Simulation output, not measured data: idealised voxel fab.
process module | voxel transistor to metal
cross-section cut | 150 nm wide | cells 5 nm
A cross-section is a grid of square cells, given in bands from the top down. A band is one or more rows of cells.
Each band's line starts with the height of the band's top and of its bottom, in nm. Then come its materials from left to right, each with its width in nm. One material with "throughout" fills the band from edge to edge. "air" is empty space.
Height 0 is the level under which the wafer as received is all one material. The lowest band goes on downwards, as in "0 down".
A width such as "30 to 40" changes by the same amount from each row of cells to the next, from the band's top row to its bottom row.
"no change" after a step means that no cell of the cross-section changed.
closed voids: empty space of 8 cells or more with no open way to the top, each as width x height at its distance from the left edge, in nm
after a step's settings: what the simulator itself notes on the step
overlay nm, on a step with a mask: how far to the right of its planned place the mask lay; to the left if negative
plan
1 op RECEIVE | material Si
2 op CONFORMAL_DEP | material SiO2 | thk nm 5
3 op CONFORMAL_DEP | material SiN | thk nm 15
4 op MASKED_ETCH | tone cover | mask id ACTIVE | width nm 105 | etch materials SiN | depth nm 15 | overlay nm 0
5 op MASKED_ETCH | tone cover | mask id ACTIVE | width nm 105 | etch materials SiO2 | depth nm 5 | overlay nm 0
6 op MASKED_ETCH | tone cover | mask id ACTIVE | width nm 105 | etch materials Si | depth nm 30 | overlay nm 0
7 op FILL_DEP | material SiO2 | thk nm 10
8 op CMP | height nm 20
9 op SELECTIVE_ETCH | etch materials SiO2 | depth nm 10
10 op STRIP | etch materials SiN
11 op SELECTIVE_ETCH | etch materials SiO2 | depth nm 5
12 op OXIDIZE | depth nm 5
13 op DIRECTIONAL_DEP | material polySi | thk nm 20
14 op DIRECTIONAL_DEP | material SiCN | thk nm 10
15 op MASKED_ETCH | tone cover | mask id GATE | width nm 25 | etch materials SiCN | depth nm 20 | overlay nm 0
16 op MASKED_ETCH | tone cover | mask id GATE | width nm 25 | etch materials polySi | depth nm 30 | overlay nm 0
17 op CONFORMAL_DEP | material SiN | thk nm 5
18 op DIRECTIONAL_ETCH | etch materials SiN | depth nm 5
19 op DIRECTIONAL_ETCH | etch materials SiO2 | depth nm 5
20 op EPI | material nSi | thk nm 5
21 op FILL_DEP | material SiO2 | thk nm 10
22 op CMP | height nm 30
23 op DIRECTIONAL_DEP | material SiO2 | thk nm 10
24 op MASKED_ETCH | tone open | mask id CONTACT | width nm 15 | pitch nm 80 | etch materials SiO2 | depth nm 40 | overlay nm 0
25 op CONFORMAL_DEP | material TiN | thk nm 5
26 op FILL_DEP | material W | thk nm 10
27 op CMP | height nm 40
28 op CONFORMAL_DEP | material SiCN | thk nm 5
29 op DIRECTIONAL_DEP | material SiO2 | thk nm 15
30 op MASKED_ETCH | tone open | mask id METAL_1 | width nm 15 | pitch nm 80 | etch materials SiO2 | depth nm 15 | overlay nm 0
31 op MASKED_ETCH | tone open | mask id METAL_1 | width nm 15 | pitch nm 80 | etch materials SiCN | depth nm 5 | overlay nm 0
32 op CONFORMAL_DEP | material TiN | thk nm 5
33 op FILL_DEP | material Cu | thk nm 10
34 op CMP | height nm 60
35 op CONFORMAL_DEP | material SiCN | thk nm 5
36 op DIRECTIONAL_DEP | material SiO2 | thk nm 25
37 op MASKED_ETCH | tone open | mask id METAL_2 | width nm 15 | pitch nm 80 | etch materials SiO2 | depth nm 15 | overlay nm 0
38 op MASKED_ETCH | tone open | mask id METAL_2_HOLES | width nm 15 | pitch nm 80 | etch materials SiO2 | depth nm 10 | overlay nm 0
39 op MASKED_ETCH | tone open | mask id METAL_2_HOLES | width nm 15 | pitch nm 80 | etch materials SiCN | depth nm 5 | overlay nm 0
40 op CONFORMAL_DEP | material TiN | thk nm 5
41 op FILL_DEP | material Ru | thk nm 10
42 op CMP | height nm 90
43 op CONFORMAL_DEP | material SiN | thk nm 5
as received, after step 1
  0 down: Si throughout
  closed voids: none
first wafer at the end, as planned
  95 to 90: SiN throughout
  90 to 65: SiO2 25 | TiN 5 | Ru 5 | TiN 5 | SiO2 65 | TiN 5 | Ru 5 | TiN 5 | SiO2 30
  65 to 60: SiCN 25 | TiN 15 | SiCN 65 | TiN 15 | SiCN 30
  60 to 45: SiO2 25 | TiN 5 | Cu 5 | TiN 5 | SiO2 65 | TiN 5 | Cu 5 | TiN 5 | SiO2 30
  45 to 40: SiCN 25 | TiN 15 | SiCN 65 | TiN 15 | SiCN 30
  40 to 30: SiO2 25 | TiN 5 | W 5 | TiN 5 | SiO2 65 | TiN 5 | W 5 | TiN 5 | SiO2 30
  30 to 20: SiO2 25 | TiN 5 | W 5 | TiN 5 | SiO2 15 | SiN 5 | SiCN 25 | SiN 5 | SiO2 15 | TiN 5 | W 5 | TiN 5 | SiO2 30
  20 to 5: SiO2 25 | TiN 5 | W 5 | TiN 5 | SiO2 15 | SiN 5 | polySi 25 | SiN 5 | SiO2 15 | TiN 5 | W 5 | TiN 5 | SiO2 30
  5 to 0: SiO2 15 | SiN 5 | SiO2 5 | TiN 15 | SiO2 15 | SiN 5 | polySi 25 | SiN 5 | SiO2 15 | TiN 15 | SiO2 5 | SiN 5 | SiO2 20
  0 to -5: SiO2 20 | nSi 35 | SiO2 35 | nSi 35 | SiO2 25
  -5 to -30: SiO2 20 | Si 105 | SiO2 25
  -30 down: Si throughout
  closed voids: none
second wafer at the end: like start, like plan, one mistake
  95 to 90: SiN throughout
  90 to 65: SiO2 25 | TiN 5 | Ru 5 | TiN 5 | SiO2 65 | TiN 5 | Ru 5 | TiN 5 | SiO2 30
  65 to 60: SiCN 25 | TiN 15 | SiCN 65 | TiN 15 | SiCN 30
  60 to 45: SiO2 25 | TiN 5 | Cu 5 | TiN 5 | SiO2 65 | TiN 5 | Cu 5 | TiN 5 | SiO2 30
  45 to 40: SiCN 25 | TiN 15 | SiCN 65 | TiN 15 | SiCN 30
  40 to 30: SiO2 25 | TiN 5 | W 5 | TiN 5 | SiO2 65 | TiN 5 | W 5 | TiN 5 | SiO2 30
  30 to 20: SiO2 25 | TiN 5 | W 5 | TiN 5 | SiO2 20 | SiN 5 | SiCN 20 | SiN 5 | SiO2 15 | TiN 5 | W 5 | TiN 5 | SiO2 30
  20 to 5: SiO2 25 | TiN 5 | W 5 | TiN 5 | SiO2 15 | SiN 5 | polySi 25 | SiN 5 | SiO2 15 | TiN 5 | W 5 | TiN 5 | SiO2 30
  5 to 0: SiO2 15 | SiN 5 | SiO2 5 | TiN 15 | SiO2 15 | SiN 5 | polySi 25 | SiN 5 | SiO2 15 | TiN 15 | SiO2 5 | SiN 5 | SiO2 20
  0 to -5: SiO2 20 | nSi 35 | SiO2 35 | nSi 35 | SiO2 25
  -5 to -30: SiO2 20 | Si 105 | SiO2 25
  -30 down: Si throughout
  closed voids: none
what went wrong: step 15 ran as: op MASKED_ETCH | tone cover | mask id GATE | width nm 20 | etch materials SiCN | depth nm 20 | overlay nm 0
at the end the second wafer has, in cells: 2 fewer of SiCN | 2 more of SiO2
